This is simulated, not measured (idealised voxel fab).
process module | voxel transistor to metal
cross-section cut | 185 nm wide | cells 5 nm
A cross-section is a grid of square cells, given in bands from the top down. A band is one or more rows of cells.
Each band's line starts with the height of the band's top and of its bottom, in nm. Then come its materials from left to right, each with its width in nm. One material with "throughout" fills the band from edge to edge. "air" is empty space.
Height 0 is the level under which the wafer as received is all one material. The lowest band goes on downwards, as in "0 down".
A width such as "30 to 40" changes by the same amount from each row of cells to the next, from the band's top row to its bottom row.
"no change" after a step means that no cell of the cross-section changed.
closed voids: empty space of 8 cells or more with no open way to the top, each as width x height at its distance from the left edge, in nm
after a step's settings: what the simulator itself notes on the step
overlay nm, on a step with a mask: how far to the right of its planned place the mask lay; to the left if negative
Each pair below shows a cross-section before one step and the cross-section after it, down to the lowest band that changed. The line under each pair gives the step between them, with its settings. The pairs can come from different runs of this module on the same starting wafer, so a pair continues from the pair above only where its "before" says so.
before
  20 to 5: SiO2 45 | air 95 | SiO2 45
  5 to 0: SiO2 throughout
  0 to -40: SiO2 50 | Si 85 | SiO2 50
  -40 down: Si throughout
  closed voids: none
after
  5 to 0: SiO2 30 | air 125 | SiO2 30
  0 to -10: SiO2 30 | air 20 | Si 85 | air 20 | SiO2 30
  below -10: unchanged
  closed voids: none
the step between: op SELECTIVE_ETCH | etch materials SiO2 | depth nm 15
before: the cross-section after the pair above
after
  0 to -15: SiO2 25 | air 25 | Si 85 | air 25 | SiO2 25
  below -15: unchanged
  closed voids: none
the step between: op SELECTIVE_ETCH | etch materials SiO2 | depth nm 5
before: the cross-section after the pair above
after
  0 to -5: SiO2 25 | air 25 | SiO2 85 | air 25 | SiO2 25
  -5 to -15: SiO2 25 | air 25 | SiO2 5 | Si 75 | SiO2 5 | air 25 | SiO2 25
  -15 to -20: SiO2 55 | Si 75 | SiO2 55
  below -20: unchanged
  closed voids: none
the step between: op OXIDIZE | depth nm 5
before: the cross-section after the pair above
after
  20 to 5: polySi 25 | air 25 | polySi 85 | air 25 | polySi 25
  5 to 0: polySi throughout
  0 to -5: SiO2 25 | polySi 25 | SiO2 85 | polySi 25 | SiO2 25
  -5 to -15: SiO2 25 | polySi 25 | SiO2 5 | Si 75 | SiO2 5 | polySi 25 | SiO2 25
  below -15: unchanged
  closed voids: none
the step between: op DIRECTIONAL_DEP | material polySi | thk nm 20
before: the cross-section after the pair above
after
  30 to 20: SiCN 25 | air 25 | SiCN 85 | air 25 | SiCN 25
  20 to 15: polySi 25 | air 25 | polySi 85 | air 25 | polySi 25
  15 to 5: polySi 25 | SiCN 25 | polySi 85 | SiCN 25 | polySi 25
  below 5: unchanged
  closed voids: none
the step between: op DIRECTIONAL_DEP | material SiCN | thk nm 10
before: the cross-section after the pair above
after
  30 to 20: air 80 | SiCN 25 | air 80
  20 to 5: polySi 25 | air 25 | polySi 85 | air 25 | polySi 25
  below 5: unchanged
  closed voids: none
the step between: op MASKED_ETCH | tone cover | mask id GATE | width nm 25 | etch materials SiCN | depth nm 20 | overlay nm 0
before: the cross-section after the pair above
after
  30 to 20: air 80 | SiCN 25 | air 80
  20 to 0: air 80 | polySi 25 | air 80
  0 to -5: SiO2 25 | air 25 | SiO2 85 | air 25 | SiO2 25
  -5 to -15: SiO2 25 | air 25 | SiO2 5 | Si 75 | SiO2 5 | air 25 | SiO2 25
  below -15: unchanged
  closed voids: none
the step between: op MASKED_ETCH | tone cover | mask id GATE | width nm 25 | etch materials polySi | depth nm 30 | overlay nm 0
before: the cross-section after the pair above
after
  35 to 30: air 75 | SiN 35 | air 75
  30 to 20: air 75 | SiN 5 | SiCN 25 | SiN 5 | air 75
  20 to 5: air 75 | SiN 5 | polySi 25 | SiN 5 | air 75
  5 to 0: SiN 30 | air 15 | SiN 35 | polySi 25 | SiN 35 | air 15 | SiN 30
  0 to -5: SiO2 25 | SiN 5 | air 15 | SiN 5 | SiO2 85 | SiN 5 | air 15 | SiN 5 | SiO2 25
  -5 to -10: SiO2 25 | SiN 5 | air 15 | SiN 5 | SiO2 5 | Si 75 | SiO2 5 | SiN 5 | air 15 | SiN 5 | SiO2 25
  -10 to -15: SiO2 25 | SiN 25 | SiO2 5 | Si 75 | SiO2 5 | SiN 25 | SiO2 25
  below -15: unchanged
  closed voids: none
the step between: op CONFORMAL_DEP | material SiN | thk nm 5
before: the cross-section after the pair above
after
  30 to 20: air 75 | SiN 5 | SiCN 25 | SiN 5 | air 75
  20 to 0: air 75 | SiN 5 | polySi 25 | SiN 5 | air 75
  0 to -5: SiO2 25 | SiN 5 | air 15 | SiN 5 | SiO2 85 | SiN 5 | air 15 | SiN 5 | SiO2 25
  -5 to -15: SiO2 25 | SiN 5 | air 15 | SiN 5 | SiO2 5 | Si 75 | SiO2 5 | SiN 5 | air 15 | SiN 5 | SiO2 25
  below -15: unchanged
  closed voids: none
the step between: op DIRECTIONAL_ETCH | etch materials SiN | depth nm 5
before: the cross-section after the pair above
after
  30 to 20: air 75 | SiN 5 | SiCN 25 | SiN 5 | air 75
  20 to 0: air 75 | SiN 5 | polySi 25 | SiN 5 | air 75
  0 to -5: air 25 | SiN 5 | air 15 | SiN 5 | air 25 | SiO2 35 | air 25 | SiN 5 | air 15 | SiN 5 | air 25
  -5 to -15: SiO2 25 | SiN 5 | air 15 | SiN 5 | SiO2 5 | Si 75 | SiO2 5 | SiN 5 | air 15 | SiN 5 | SiO2 25
  -15 to -20: SiO2 30 | air 15 | SiO2 10 | Si 75 | SiO2 10 | air 15 | SiO2 30
  below -20: unchanged
  closed voids: none
the step between: op DIRECTIONAL_ETCH | etch materials SiO2 | depth nm 5
before: the cross-section after the pair above
after
  30 to 20: air 75 | SiN 5 | SiCN 25 | SiN 5 | air 75
  20 to 0: air 75 | SiN 5 | polySi 25 | SiN 5 | air 75
  0 to -5: air 25 | SiN 5 | air 15 | SiN 5 | air 25 | SiO2 35 | air 25 | SiN 5 | air 15 | SiN 5 | air 25
  -5 to -15: SiO2 25 | SiN 5 | air 15 | SiN 5 | SiO2 5 | air 20 | Si 35 | air 20 | SiO2 5 | SiN 5 | air 15 | SiN 5 | SiO2 25
  below -15: unchanged
  closed voids: none
the step between: op DIRECTIONAL_ETCH | etch materials Si | depth nm 10
before: the cross-section after the pair above
after
  30 to 20: air 75 | SiN 5 | SiCN 25 | SiN 5 | air 75
  20 to 5: air 75 | SiN 5 | polySi 25 | SiN 5 | air 75
  5 to 0: air 65 | SiGe 10 | SiN 5 | polySi 25 | SiN 5 | SiGe 10 | air 65
  0 to -5: air 25 | SiN 5 | air 15 | SiN 5 | air 15 | SiGe 10 | SiO2 35 | SiGe 10 | air 15 | SiN 5 | air 15 | SiN 5 | air 25
  -5 to -15: SiO2 25 | SiN 5 | air 15 | SiN 5 | SiO2 5 | SiGe 20 | Si 35 | SiGe 20 | SiO2 5 | SiN 5 | air 15 | SiN 5 | SiO2 25
  below -15: unchanged
  closed voids: none
the step between: op EPI | material SiGe | thk nm 10
before: the cross-section after the pair above
after
  40 to 30: SiO2 throughout
  30 to 20: SiO2 75 | SiN 5 | SiCN 25 | SiN 5 | SiO2 75
  20 to 5: SiO2 75 | SiN 5 | polySi 25 | SiN 5 | SiO2 75
  5 to 0: SiO2 65 | SiGe 10 | SiN 5 | polySi 25 | SiN 5 | SiGe 10 | SiO2 65
  0 to -5: SiO2 25 | SiN 5 | SiO2 15 | SiN 5 | SiO2 15 | SiGe 10 | SiO2 35 | SiGe 10 | SiO2 15 | SiN 5 | SiO2 15 | SiN 5 | SiO2 25
  -5 to -15: SiO2 25 | SiN 5 | SiO2 15 | SiN 5 | SiO2 5 | SiGe 20 | Si 35 | SiGe 20 | SiO2 5 | SiN 5 | SiO2 15 | SiN 5 | SiO2 25
  -15 to -20: SiO2 55 | Si 75 | SiO2 55
  below -20: unchanged
  closed voids: none
the step between: op FILL_DEP | material SiO2 | thk nm 10
before: the cross-section after the pair above
after
  20 to 5: SiO2 75 | SiN 5 | polySi 25 | SiN 5 | SiO2 75
  below 5: unchanged
  closed voids: none
the step between: op CMP | height nm 20
before: the cross-section after the pair above
after
  20 to 5: SiO2 75 | SiN 5 | air 25 | SiN 5 | SiO2 75
  5 to 0: SiO2 65 | SiGe 10 | SiN 5 | air 25 | SiN 5 | SiGe 10 | SiO2 65
  below 0: unchanged
  closed voids: none
the step between: op STRIP | etch materials polySi
before: the cross-section after the pair above
after
  20 to 15: air 75 | SiN 5 | air 25 | SiN 5 | air 75
  15 to 5: SiO2 75 | SiN 5 | air 25 | SiN 5 | SiO2 75
  5 to 0: SiO2 65 | SiGe 10 | SiN 5 | air 25 | SiN 5 | SiGe 10 | SiO2 65
  0 to -5: SiO2 25 | SiN 5 | SiO2 15 | SiN 5 | SiO2 15 | SiGe 10 | air 35 | SiGe 10 | SiO2 15 | SiN 5 | SiO2 15 | SiN 5 | SiO2 25
  below -5: unchanged
  closed voids: none
the step between: op SELECTIVE_ETCH | etch materials SiO2 | depth nm 5
before: the cross-section after the pair above
after
  25 to 20: air 70 | HfO2 15 | air 15 | HfO2 15 | air 70
  20 to 15: HfO2 75 | SiN 5 | HfO2 5 | air 15 | HfO2 5 | SiN 5 | HfO2 75
  15 to 5: SiO2 75 | SiN 5 | HfO2 5 | air 15 | HfO2 5 | SiN 5 | SiO2 75
  5 to 0: SiO2 65 | SiGe 10 | SiN 5 | HfO2 5 | air 15 | HfO2 5 | SiN 5 | SiGe 10 | SiO2 65
  0 to -5: SiO2 25 | SiN 5 | SiO2 15 | SiN 5 | SiO2 15 | SiGe 10 | HfO2 35 | SiGe 10 | SiO2 15 | SiN 5 | SiO2 15 | SiN 5 | SiO2 25
  below -5: unchanged
  closed voids: none
the step between: op CONFORMAL_DEP | material HfO2 | thk nm 5
before: the cross-section after the pair above
after
  30 to 25: air 65 | TiN 25 | air 5 | TiN 25 | air 65
  25 to 20: TiN 70 | HfO2 15 | TiN 5 | air 5 | TiN 5 | HfO2 15 | TiN 70
  20 to 15: HfO2 75 | SiN 5 | HfO2 5 | TiN 5 | air 5 | TiN 5 | HfO2 5 | SiN 5 | HfO2 75
  15 to 5: SiO2 75 | SiN 5 | HfO2 5 | TiN 5 | air 5 | TiN 5 | HfO2 5 | SiN 5 | SiO2 75
  5 to 0: SiO2 65 | SiGe 10 | SiN 5 | HfO2 5 | TiN 15 | HfO2 5 | SiN 5 | SiGe 10 | SiO2 65
  below 0: unchanged
  closed voids: none
the step between: op CONFORMAL_DEP | material TiN | thk nm 5
before: the cross-section after the pair above
after
  40 to 30: W throughout
  30 to 25: W 65 | TiN 25 | W 5 | TiN 25 | W 65
  25 to 20: TiN 70 | HfO2 15 | TiN 5 | W 5 | TiN 5 | HfO2 15 | TiN 70
  20 to 15: HfO2 75 | SiN 5 | HfO2 5 | TiN 5 | W 5 | TiN 5 | HfO2 5 | SiN 5 | HfO2 75
  15 to 5: SiO2 75 | SiN 5 | HfO2 5 | TiN 5 | W 5 | TiN 5 | HfO2 5 | SiN 5 | SiO2 75
  below 5: unchanged
  closed voids: none
the step between: op FILL_DEP | material W | thk nm 10
before: the cross-section after the pair above
after
  15 to 5: SiO2 75 | SiN 5 | HfO2 5 | TiN 5 | W 5 | TiN 5 | HfO2 5 | SiN 5 | SiO2 75
  below 5: unchanged
  closed voids: none
the step between: op CMP | height nm 15
before: the cross-section after the pair above
after
  30 to 15: SiO2 throughout
  below 15: unchanged
  closed voids: none
the step between: op DIRECTIONAL_DEP | material SiO2 | thk nm 15
before: the cross-section after the pair above
after
  45 to 30: aC throughout
  below 30: unchanged
  closed voids: none
the step between: op DIRECTIONAL_DEP | material aC | thk nm 15
before: the cross-section after the pair above
after
  80 to 45: resist 50 | air 15 | resist 55 | air 15 | resist 50
  below 45: unchanged
  closed voids: none
the step between: op PATTERN | tone open | mask id CONTACT | material resist | width nm 15 | pitch nm 70 | thk nm 35 | overlay nm 0
before: the cross-section after the pair above
after
  65 to 45: resist 50 | air 15 | resist 55 | air 15 | resist 50
  45 to 30: aC 50 | air 15 | aC 55 | air 15 | aC 50
  below 30: unchanged
  closed voids: none
the step between: op DIRECTIONAL_ETCH | etch materials aC | depth nm 15
before: the cross-section after the pair above
after
  45 to 30: aC 50 | air 15 | aC 55 | air 15 | aC 50
  below 30: unchanged
  closed voids: none
the step between: op STRIP | etch materials resist
before: the cross-section after the pair above
after
  45 to 30: aC 50 | air 15 | aC 55 | air 15 | aC 50
  30 to 15: SiO2 50 | air 15 | SiO2 55 | air 15 | SiO2 50
  15 to 5: SiO2 50 | air 15 | SiO2 10 | SiN 5 | HfO2 5 | TiN 5 | W 5 | TiN 5 | HfO2 5 | SiN 5 | SiO2 10 | air 15 | SiO2 50
  5 to 0: SiO2 50 | air 15 | SiGe 10 | SiN 5 | HfO2 5 | TiN 15 | HfO2 5 | SiN 5 | SiGe 10 | air 15 | SiO2 50
  0 to -5: SiO2 25 | SiN 5 | SiO2 15 | SiN 5 | air 15 | SiGe 10 | HfO2 35 | SiGe 10 | air 15 | SiN 5 | SiO2 15 | SiN 5 | SiO2 25
  below -5: unchanged
  closed voids: none
the step between: op DIRECTIONAL_ETCH | etch materials SiO2 | depth nm 35
before: the cross-section after the pair above
after
  30 to 15: SiO2 50 | air 15 | SiO2 55 | air 15 | SiO2 50
  below 15: unchanged
  closed voids: none
the step between: op STRIP | etch materials aC
before: the cross-section after the pair above
after
  35 to 30: TiN 55 | air 5 | TiN 65 | air 5 | TiN 55
  30 to 15: SiO2 50 | TiN 5 | air 5 | TiN 5 | SiO2 55 | TiN 5 | air 5 | TiN 5 | SiO2 50
  15 to 5: SiO2 50 | TiN 5 | air 5 | TiN 5 | SiO2 10 | SiN 5 | HfO2 5 | TiN 5 | W 5 | TiN 5 | HfO2 5 | SiN 5 | SiO2 10 | TiN 5 | air 5 | TiN 5 | SiO2 50
  5 to 0: SiO2 50 | TiN 5 | air 5 | TiN 5 | SiGe 10 | SiN 5 | HfO2 5 | TiN 15 | HfO2 5 | SiN 5 | SiGe 10 | TiN 5 | air 5 | TiN 5 | SiO2 50
  0 to -5: SiO2 25 | SiN 5 | SiO2 15 | SiN 5 | TiN 15 | SiGe 10 | HfO2 35 | SiGe 10 | TiN 15 | SiN 5 | SiO2 15 | SiN 5 | SiO2 25
  below -5: unchanged
  closed voids: none
the step between: op CONFORMAL_DEP | material TiN | thk nm 5
before: the cross-section after the pair above
after
  45 to 35: W throughout
  35 to 30: TiN 55 | W 5 | TiN 65 | W 5 | TiN 55
  30 to 15: SiO2 50 | TiN 5 | W 5 | TiN 5 | SiO2 55 | TiN 5 | W 5 | TiN 5 | SiO2 50
  15 to 5: SiO2 50 | TiN 5 | W 5 | TiN 5 | SiO2 10 | SiN 5 | HfO2 5 | TiN 5 | W 5 | TiN 5 | HfO2 5 | SiN 5 | SiO2 10 | TiN 5 | W 5 | TiN 5 | SiO2 50
  5 to 0: SiO2 50 | TiN 5 | W 5 | TiN 5 | SiGe 10 | SiN 5 | HfO2 5 | TiN 15 | HfO2 5 | SiN 5 | SiGe 10 | TiN 5 | W 5 | TiN 5 | SiO2 50
  below 0: unchanged
  closed voids: none
the step between: op FILL_DEP | material W | thk nm 10
before: the cross-section after the pair above
after
  30 to 15: SiO2 50 | TiN 5 | W 5 | TiN 5 | SiO2 55 | TiN 5 | W 5 | TiN 5 | SiO2 50
  below 15: unchanged
  closed voids: none
the step between: op CMP | height nm 30
before: the cross-section after the pair above
after
  35 to 30: TiN throughout
  below 30: unchanged
  closed voids: none
the step between: op DIRECTIONAL_DEP | material TiN | thk nm 5
before: the cross-section after the pair above
after
  60 to 35: W throughout
  below 35: unchanged
  closed voids: none
the step between: op DIRECTIONAL_DEP | material W | thk nm 25
before: the cross-section after the pair above
after
  60 to 35: air 50 | W 15 | air 55 | W 15 | air 50
  below 35: unchanged
  closed voids: none
the step between: op MASKED_ETCH | tone cover | mask id METAL_1 | width nm 15 | pitch nm 70 | etch materials W | depth nm 25 | overlay nm 0
before: the cross-section after the pair above
after
  60 to 35: air 50 | W 15 | air 55 | W 15 | air 50
  35 to 30: air 50 | TiN 15 | air 55 | TiN 15 | air 50
  below 30: unchanged
  closed voids: none
the step between: op MASKED_ETCH | tone cover | mask id METAL_1 | width nm 15 | pitch nm 70 | etch materials TiN | depth nm 5 | overlay nm 0
before: the cross-section after the pair above
after
  65 to 60: air 45 | SiN 25 | air 45 | SiN 25 | air 45
  60 to 35: air 45 | SiN 5 | W 15 | SiN 5 | air 45 | SiN 5 | W 15 | SiN 5 | air 45
  35 to 30: SiN 50 | TiN 15 | SiN 55 | TiN 15 | SiN 50
  below 30: unchanged
  closed voids: none
the step between: op CONFORMAL_DEP | material SiN | thk nm 5
before: the cross-section after the pair above
after
  75 to 65: SiO2 throughout
  65 to 60: SiO2 45 | SiN 25 | SiO2 45 | SiN 25 | SiO2 45
  60 to 35: SiO2 45 | SiN 5 | W 15 | SiN 5 | SiO2 45 | SiN 5 | W 15 | SiN 5 | SiO2 45
  below 35: unchanged
  closed voids: none
the step between: op FILL_DEP | material SiO2 | thk nm 10
before: the cross-section after the pair above
after
  60 to 35: SiO2 45 | SiN 5 | W 15 | SiN 5 | SiO2 45 | SiN 5 | W 15 | SiN 5 | SiO2 45
  below 35: unchanged
  closed voids: none
the step between: op CMP | height nm 60
before: the cross-section after the pair above
after
  65 to 60: SiCN throughout
  below 60: unchanged
  closed voids: none
the step between: op CONFORMAL_DEP | material SiCN | thk nm 5
before
  75 to 65: SiO2 throughout
  65 to 60: SiO2 45 | SiN 25 | SiO2 45 | SiN 25 | SiO2 45
  60 to 35: SiO2 45 | SiN 5 | W 15 | SiN 5 | SiO2 45 | SiN 5 | W 15 | SiN 5 | SiO2 45
  35 to 30: SiN 50 | TiN 15 | SiN 55 | TiN 15 | SiN 50
  30 to 15: SiO2 50 | TiN 5 | W 5 | TiN 5 | SiO2 55 | TiN 5 | W 5 | TiN 5 | SiO2 50
  15 to 5: SiO2 50 | TiN 5 | W 5 | TiN 5 | SiO2 10 | SiN 5 | HfO2 5 | TiN 5 | W 5 | TiN 5 | HfO2 5 | SiN 5 | SiO2 10 | TiN 5 | W 5 | TiN 5 | SiO2 50
  5 to 0: SiO2 50 | TiN 5 | W 5 | TiN 5 | SiGe 10 | SiN 5 | HfO2 5 | TiN 15 | HfO2 5 | SiN 5 | SiGe 10 | TiN 5 | W 5 | TiN 5 | SiO2 50
  0 to -5: SiO2 50 | TiN 15 | SiGe 10 | HfO2 35 | SiGe 10 | TiN 15 | SiO2 50
  -5 to -15: SiO2 50 | SiGe 25 | Si 35 | SiGe 25 | SiO2 50
  -15 to -40: SiO2 50 | Si 85 | SiO2 50
  -40 down: Si throughout
  closed voids: none
after
  70 to 65: SiO2 throughout
  below 65: unchanged
  closed voids: none
the step between: op CMP | height nm 70
before: the cross-section after the pair above
after
  75 to 70: SiCN throughout
  below 70: unchanged
  closed voids: none
the step between: op CONFORMAL_DEP | material SiCN | thk nm 5
before
  45 to 30: aC throughout
  30 to 15: SiO2 throughout
  15 to 5: SiO2 75 | SiN 5 | HfO2 5 | TiN 5 | W 5 | TiN 5 | HfO2 5 | SiN 5 | SiO2 75
  5 to 0: SiO2 65 | SiGe 10 | SiN 5 | HfO2 5 | TiN 15 | HfO2 5 | SiN 5 | SiGe 10 | SiO2 65
  0 to -5: SiO2 65 | SiGe 10 | HfO2 35 | SiGe 10 | SiO2 65
  -5 to -15: SiO2 50 | SiGe 25 | Si 35 | SiGe 25 | SiO2 50
  -15 to -40: SiO2 50 | Si 85 | SiO2 50
  -40 down: Si throughout
  closed voids: none
after
  80 to 45: resist 45 | air 25 | resist 45 | air 25 | resist 45
  below 45: unchanged
  closed voids: none
the step between: op PATTERN | tone open | mask id CONTACT | material resist | width nm 25 | pitch nm 70 | thk nm 35 | overlay nm 0
before: the cross-section after the pair above
after
  65 to 45: resist 45 | air 25 | resist 45 | air 25 | resist 45
  45 to 30: aC 45 | air 25 | aC 45 | air 25 | aC 45
  below 30: unchanged
  closed voids: none
the step between: op DIRECTIONAL_ETCH | etch materials aC | depth nm 15
before: the cross-section after the pair above
after
  45 to 30: aC 45 | air 25 | aC 45 | air 25 | aC 45
  below 30: unchanged
  closed voids: none
the step between: op STRIP | etch materials resist
before: the cross-section after the pair above
after
  45 to 30: aC 45 | air 25 | aC 45 | air 25 | aC 45
  30 to 15: SiO2 45 | air 25 | SiO2 45 | air 25 | SiO2 45
  15 to 5: SiO2 45 | air 25 | SiO2 5 | SiN 5 | HfO2 5 | TiN 5 | W 5 | TiN 5 | HfO2 5 | SiN 5 | SiO2 5 | air 25 | SiO2 45
  5 to 0: SiO2 45 | air 20 | SiGe 10 | SiN 5 | HfO2 5 | TiN 15 | HfO2 5 | SiN 5 | SiGe 10 | air 20 | SiO2 45
  0 to -5: SiO2 45 | air 20 | SiGe 10 | HfO2 35 | SiGe 10 | air 20 | SiO2 45
  below -5: unchanged
  closed voids: none
the step between: op DIRECTIONAL_ETCH | etch materials SiO2 | depth nm 35
before: the cross-section after the pair above
after
  30 to 15: SiO2 45 | air 25 | SiO2 45 | air 25 | SiO2 45
  below 15: unchanged
  closed voids: none
the step between: op STRIP | etch materials aC
before: the cross-section after the pair above
after
  35 to 30: TiN 50 | air 15 | TiN 55 | air 15 | TiN 50
  30 to 15: SiO2 45 | TiN 5 | air 15 | TiN 5 | SiO2 45 | TiN 5 | air 15 | TiN 5 | SiO2 45
  15 to 5: SiO2 45 | TiN 5 | air 15 to 10 | TiN 5 to 10 | SiO2 5 | SiN 5 | HfO2 5 | TiN 5 | W 5 | TiN 5 | HfO2 5 | SiN 5 | SiO2 5 | TiN 5 to 10 | air 15 to 10 | TiN 5 | SiO2 45
  5 to 0: SiO2 45 | TiN 5 | air 10 | TiN 5 | SiGe 10 | SiN 5 | HfO2 5 | TiN 15 | HfO2 5 | SiN 5 | SiGe 10 | TiN 5 | air 10 | TiN 5 | SiO2 45
  0 to -5: SiO2 45 | TiN 20 | SiGe 10 | HfO2 35 | SiGe 10 | TiN 20 | SiO2 45
  below -5: unchanged
  closed voids: none
the step between: op CONFORMAL_DEP | material TiN | thk nm 5
before: the cross-section after the pair above
after
  45 to 35: W throughout
  35 to 30: TiN 50 | W 15 | TiN 55 | W 15 | TiN 50
  30 to 15: SiO2 45 | TiN 5 | W 15 | TiN 5 | SiO2 45 | TiN 5 | W 15 | TiN 5 | SiO2 45
  15 to 5: SiO2 45 | TiN 5 | W 15 to 10 | TiN 5 to 10 | SiO2 5 | SiN 5 | HfO2 5 | TiN 5 | W 5 | TiN 5 | HfO2 5 | SiN 5 | SiO2 5 | TiN 5 to 10 | W 15 to 10 | TiN 5 | SiO2 45
  5 to 0: SiO2 45 | TiN 5 | W 10 | TiN 5 | SiGe 10 | SiN 5 | HfO2 5 | TiN 15 | HfO2 5 | SiN 5 | SiGe 10 | TiN 5 | W 10 | TiN 5 | SiO2 45
  below 0: unchanged
  closed voids: none
the step between: op FILL_DEP | material W | thk nm 10
before: the cross-section after the pair above
after
  30 to 15: SiO2 45 | TiN 5 | W 15 | TiN 5 | SiO2 45 | TiN 5 | W 15 | TiN 5 | SiO2 45
  below 15: unchanged
  closed voids: none
the step between: op CMP | height nm 30
before: the cross-section after the pair above
after
  35 to 30: TiN throughout
  below 30: unchanged
  closed voids: none
the step between: op DIRECTIONAL_DEP | material TiN | thk nm 5
before: the cross-section after the pair above
after
  60 to 35: W throughout
  below 35: unchanged
  closed voids: none
the step between: op DIRECTIONAL_DEP | material W | thk nm 25
before: the cross-section after the pair above
after
  60 to 35: air 50 | W 15 | air 55 | W 15 | air 50
  below 35: unchanged
  closed voids: none
the step between: op MASKED_ETCH | tone cover | mask id METAL_1 | width nm 15 | pitch nm 70 | etch materials W | depth nm 25 | overlay nm 0
before: the cross-section after the pair above
after
  60 to 35: air 50 | W 15 | air 55 | W 15 | air 50
  35 to 30: air 50 | TiN 15 | air 55 | TiN 15 | air 50
  below 30: unchanged
  closed voids: none
the step between: op MASKED_ETCH | tone cover | mask id METAL_1 | width nm 15 | pitch nm 70 | etch materials TiN | depth nm 5 | overlay nm 0
before: the cross-section after the pair above
after
  65 to 60: air 45 | SiN 25 | air 45 | SiN 25 | air 45
  60 to 35: air 45 | SiN 5 | W 15 | SiN 5 | air 45 | SiN 5 | W 15 | SiN 5 | air 45
  35 to 30: SiN 50 | TiN 15 | SiN 55 | TiN 15 | SiN 50
  below 30: unchanged
  closed voids: none
the step between: op CONFORMAL_DEP | material SiN | thk nm 5
before: the cross-section after the pair above
after
  75 to 65: SiO2 throughout
  65 to 60: SiO2 45 | SiN 25 | SiO2 45 | SiN 25 | SiO2 45
  60 to 35: SiO2 45 | SiN 5 | W 15 | SiN 5 | SiO2 45 | SiN 5 | W 15 | SiN 5 | SiO2 45
  below 35: unchanged
  closed voids: none
the step between: op FILL_DEP | material SiO2 | thk nm 10
before: the cross-section after the pair above
after
  60 to 35: SiO2 45 | SiN 5 | W 15 | SiN 5 | SiO2 45 | SiN 5 | W 15 | SiN 5 | SiO2 45
  below 35: unchanged
  closed voids: none
the step between: op CMP | height nm 60
before: the cross-section after the pair above
after
  65 to 60: SiCN throughout
  below 60: unchanged
  closed voids: none
the step between: op CONFORMAL_DEP | material SiCN | thk nm 5
before
  35 to 20: aC throughout
  20 to 5: SiN throughout
  5 to 0: SiO2 throughout
  0 down: Si throughout
  closed voids: none
after
  65 to 35: air 50 | resist 95 | air 40
  below 35: unchanged
  closed voids: none
the step between: op PATTERN | tone cover | mask id ACTIVE | material resist | width nm 95 | thk nm 30 | overlay nm 5
before: the cross-section after the pair above
after
  50 to 35: air 50 | resist 95 | air 40
  35 to 20: air 50 | aC 95 | air 40
  below 20: unchanged
  closed voids: none
the step between: op DIRECTIONAL_ETCH | etch materials aC | depth nm 15
before: the cross-section after the pair above
after
  35 to 20: air 50 | aC 95 | air 40
  below 20: unchanged
  closed voids: none
the step between: op STRIP | etch materials resist
before: the cross-section after the pair above
after
  35 to 20: air 50 | aC 95 | air 40
  20 to 5: air 50 | SiN 95 | air 40
  below 5: unchanged
  closed voids: none
the step between: op DIRECTIONAL_ETCH | etch materials SiN | depth nm 15
before: the cross-section after the pair above
after
  35 to 20: air 50 | aC 95 | air 40
  20 to 5: air 50 | SiN 95 | air 40
  5 to 0: air 50 | SiO2 95 | air 40
  below 0: unchanged
  closed voids: none
the step between: op DIRECTIONAL_ETCH | etch materials SiO2 | depth nm 5
before: the cross-section after the pair above
after
  35 to 20: air 50 | aC 95 | air 40
  20 to 5: air 50 | SiN 95 | air 40
  5 to 0: air 50 | SiO2 95 | air 40
  0 to -35: air 50 | Si 95 | air 40
  below -35: unchanged
  closed voids: none
the step between: op DIRECTIONAL_ETCH | etch materials Si | depth nm 35
before: the cross-section after the pair above
after
  20 to 5: air 50 | SiN 95 | air 40
  below 5: unchanged
  closed voids: none
the step between: op STRIP | etch materials aC
before: the cross-section after the pair above
after
  20 to 5: air 50 | SiN 95 | air 40
  5 to 0: air 50 | SiO2 95 | air 40
  0 to -35: air 50 | SiO2 5 | Si 85 | SiO2 5 | air 40
  -35 to -40: SiO2 55 | Si 85 | SiO2 45
  below -40: unchanged
  closed voids: none
the step between: op OXIDIZE | depth nm 5
before: the cross-section after the pair above
after
  30 to 20: SiO2 throughout
  20 to 5: SiO2 50 | SiN 95 | SiO2 40
  5 to 0: SiO2 throughout
  0 to -40: SiO2 55 | Si 85 | SiO2 45
  below -40: unchanged
  closed voids: none
the step between: op FILL_DEP | material SiO2 | thk nm 10
before: the cross-section after the pair above
after
  20 to 5: SiO2 50 | SiN 95 | SiO2 40
  below 5: unchanged
  closed voids: none
the step between: op CMP | height nm 20
before: the cross-section after the pair above
after
  20 to 5: air 50 | SiN 95 | air 40
  below 5: unchanged
  closed voids: none
the step between: op SELECTIVE_ETCH | etch materials SiO2 | depth nm 15
before: the cross-section after the pair above
after
  5 to 0: SiO2 throughout
  below 0: unchanged
  closed voids: none
the step between: op STRIP | etch materials SiN
before: the cross-section after the pair above
after
  0 to -40: SiO2 55 | Si 85 | SiO2 45
  below -40: unchanged
  closed voids: none
the step between: op SELECTIVE_ETCH | etch materials SiO2 | depth nm 5
before: the cross-section after the pair above
after
  0 to -5: SiO2 throughout
  below -5: unchanged
  closed voids: none
the step between: op OXIDIZE | depth nm 5
before: the cross-section after the pair above
after
  20 to 0: polySi throughout
  below 0: unchanged
  closed voids: none
the step between: op DIRECTIONAL_DEP | material polySi | thk nm 20
before: the cross-section after the pair above
after
  30 to 20: SiCN throughout
  below 20: unchanged
  closed voids: none
the step between: op DIRECTIONAL_DEP | material SiCN | thk nm 10
before: the cross-section after the pair above
after
  30 to 20: air 80 | SiCN 25 | air 80
  below 20: unchanged
  closed voids: none
the step between: op MASKED_ETCH | tone cover | mask id GATE | width nm 25 | etch materials SiCN | depth nm 20 | overlay nm 0
before: the cross-section after the pair above
after
  30 to 20: air 80 | SiCN 25 | air 80
  20 to 0: air 80 | polySi 25 | air 80
  below 0: unchanged
  closed voids: none
the step between: op MASKED_ETCH | tone cover | mask id GATE | width nm 25 | etch materials polySi | depth nm 30 | overlay nm 0
before: the cross-section after the pair above
after
  35 to 30: air 75 | SiN 35 | air 75
  30 to 20: air 75 | SiN 5 | SiCN 25 | SiN 5 | air 75
  20 to 5: air 75 | SiN 5 | polySi 25 | SiN 5 | air 75
  5 to 0: SiN 80 | polySi 25 | SiN 80
  below 0: unchanged
  closed voids: none
the step between: op CONFORMAL_DEP | material SiN | thk nm 5
before: the cross-section after the pair above
after
  30 to 20: air 75 | SiN 5 | SiCN 25 | SiN 5 | air 75
  20 to 0: air 75 | SiN 5 | polySi 25 | SiN 5 | air 75
  below 0: unchanged
  closed voids: none
the step between: op DIRECTIONAL_ETCH | etch materials SiN | depth nm 5
before: the cross-section after the pair above
after
  30 to 20: air 75 | SiN 5 | SiCN 25 | SiN 5 | air 75
  20 to 0: air 75 | SiN 5 | polySi 25 | SiN 5 | air 75
  0 to -5: air 75 | SiO2 35 | air 75
  below -5: unchanged
  closed voids: none
the step between: op DIRECTIONAL_ETCH | etch materials SiO2 | depth nm 5
